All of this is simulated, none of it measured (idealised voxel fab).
The following process module bears the name voxel plated lines.
Square cell edge 5 nm, section width 195 nm, ID cut.
If you're reading a cross-section in this doc, picture square cells in a grid; it comes to you as bands, top ones listed first down to the bottom, and a band can be one or more rows of cells. Band: top and bottom heights (nm) first, top before bottom; then materials from left to right, widths in nm. "edge to edge" marks a sole material filling the band edge to edge. "air" denotes empty space. Heights are expressed relative to 0, this being the level below which the as-received wafer comprises one material exclusively. The lowest band is unbounded in the downward direction and is denoted as in "0 and below". Width spec "30 to 40" -> top row of cells at first value, bottom row at second value, equal per-row change in between. A step reported as "nothing got changed" is a step in which no cell of the cross-section changed. "Closed internal voids" means: voids of 8 cells or more that are shut off from the top with no open way through. Written width x height at distance, distance from the left edge, in nm. Where a step's line continues beyond its settings, the continuation is a remark by the simulator itself on that step. "overlay nm" denotes, for a step that has a mask, the displacement of the mask to the right of its planned place, with negative values corresponding to the left.
**Planned process steps**
1) RECEIVE: material Si
2) CONFORMAL_DEP: material SiN, thk nm 10
3) DIRECTIONAL_DEP: material TiN, thk nm 5
4) PATTERN: tone open, mask id LINES, material resist, width nm 20, pitch nm 40, thk nm 15, overlay nm 0
5) EPI: material Ru, thk nm 5
6) STRIP: etch materials resist
7) DIRECTIONAL_ETCH: etch materials TiN, depth nm 5
8) CONFORMAL_DEP: material SiCN, thk nm 10
**as received, after step 1**
	0 and below: Si edge to edge
	Closed internal voids: none
**Below is the wafer in cross-section after the module was completed. It began from the starting point shown above and followed the plan shown above, except that one mistake was made while running it**
	30 down to 20: air 45 nm, SiCN 120 nm, air 30 nm
	20 down to 15: SiCN 55 nm, Ru 20 nm, SiCN 20 nm, Ru 20 nm, SiCN 20 nm, Ru 20 nm, SiCN 40 nm
	15 down to 10: SiCN 55 nm, TiN 20 nm, SiCN 20 nm, TiN 20 nm, SiCN 20 nm, TiN 20 nm, SiCN 40 nm
	10 down to 0: SiN edge to edge
	0 and below: Si edge to edge
	Closed internal voids: none
what went wrong: off-plan run, step 4, actual operation and settings PATTERN: tone open, mask id LINES, material resist, width nm 20, pitch nm 40, thk nm 15, overlay nm 10
